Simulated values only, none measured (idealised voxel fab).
Process module heading - voxel spacer lines
The cross-section shown here is cut; it is 295 nm wide and divided into square cells measuring 5 nm on a side.
Just so we're on the same page, the cross-sections are grids of square cells, and they're listed out in bands top to bottom, each band one or more rows deep.
Each band's line starts with the height of the band's top and of its bottom, in nm. Then come its materials from left to right, each with its width in nm. One material with "throughout" fills the band from edge to edge. "air" is empty space.
Beneath 0, the wafer as received is one material, and that level is where height counting begins. The lowest band goes on downward without a bottom; it is written like "0 and below".
A width such as "30 to 40" changes by the same amount from each row of cells to the next, from the band's top row to its bottom row.
Basically "all unchanged" means that step didn't change any cell in the cross-section.
You'll see "Listed closed voids" listing empty spaces that have no way open to the top, as long as they're 8 cells or more; the notation is width x height at distance, where the distance is from the left edge, and all of it is in nm.
That trailing text on a step's line, after the settings, is the simulator's own remark on the step.
"overlay nm" denotes, for a step that has a mask, the displacement of the mask to the right of its planned place, with negative values corresponding to the left.
## So here's the lineup of process steps we planned
1: RECEIVE [material Si]
2: CONFORMAL_DEP [material Al2O3] [thk nm 5]
3: DIRECTIONAL_DEP [material polySi] [thk nm 10]
4: DIRECTIONAL_DEP [material aC] [thk nm 25]
5: PATTERN [tone cover] [mask id MANDREL] [material resist] [width nm 20] [pitch nm 60] [thk nm 35] [overlay nm 0]
6: DIRECTIONAL_ETCH [etch materials aC] [depth nm 25]
7: STRIP [etch materials resist]
8: CONFORMAL_DEP [material SiO2] [thk nm 10]
9: DIRECTIONAL_ETCH [etch materials SiO2] [depth nm 10]
10: STRIP [etch materials aC]
11: DIRECTIONAL_ETCH [etch materials polySi] [depth nm 10]
12: STRIP [etch materials SiO2]
13: FILL_DEP [material lowk] [thk nm 5]
14: CMP [height nm 15]
## Cross-section of the wafer as it came to us, i.e., already through step 1
  0 and below  Si throughout
  Listed closed voids: none
## Sectioned view, first of two wafers, at the close of the module, processed as intended in the plan
  15 down to 5  65 lowk, then 10 polySi, then 20 lowk, then 10 polySi, then 20 lowk, then 10 polySi, then 20 lowk, then 10 polySi, then 20 lowk, then 10 polySi, then 20 lowk, then 10 polySi, then 70 lowk
  5 down to 0  Al2O3 throughout
  0 and below  Si throughout
  Listed closed voids: none
## Wafer two cross-section, module end. Start and plan unchanged from wafer one; one mistake made during the run
  15 down to 5  70 lowk, then 10 polySi, then 15 lowk, then 10 polySi, then 25 lowk, then 10 polySi, then 15 lowk, then 10 polySi, then 25 lowk, then 10 polySi, then 15 lowk, then 10 polySi, then 70 lowk
  5 down to 0  Al2O3 throughout
  0 and below  Si throughout
  Listed closed voids: none
Here's what went sideways: step 5 did not happen as planned, as run it was PATTERN [tone cover] [mask id MANDREL] [material resist] [width nm 15] [pitch nm 60] [thk nm 35] [overlay nm 0]
In the final comparison it is observed that the number of cells assigned to each material is identical for the two wafers, whereas their placement is not.
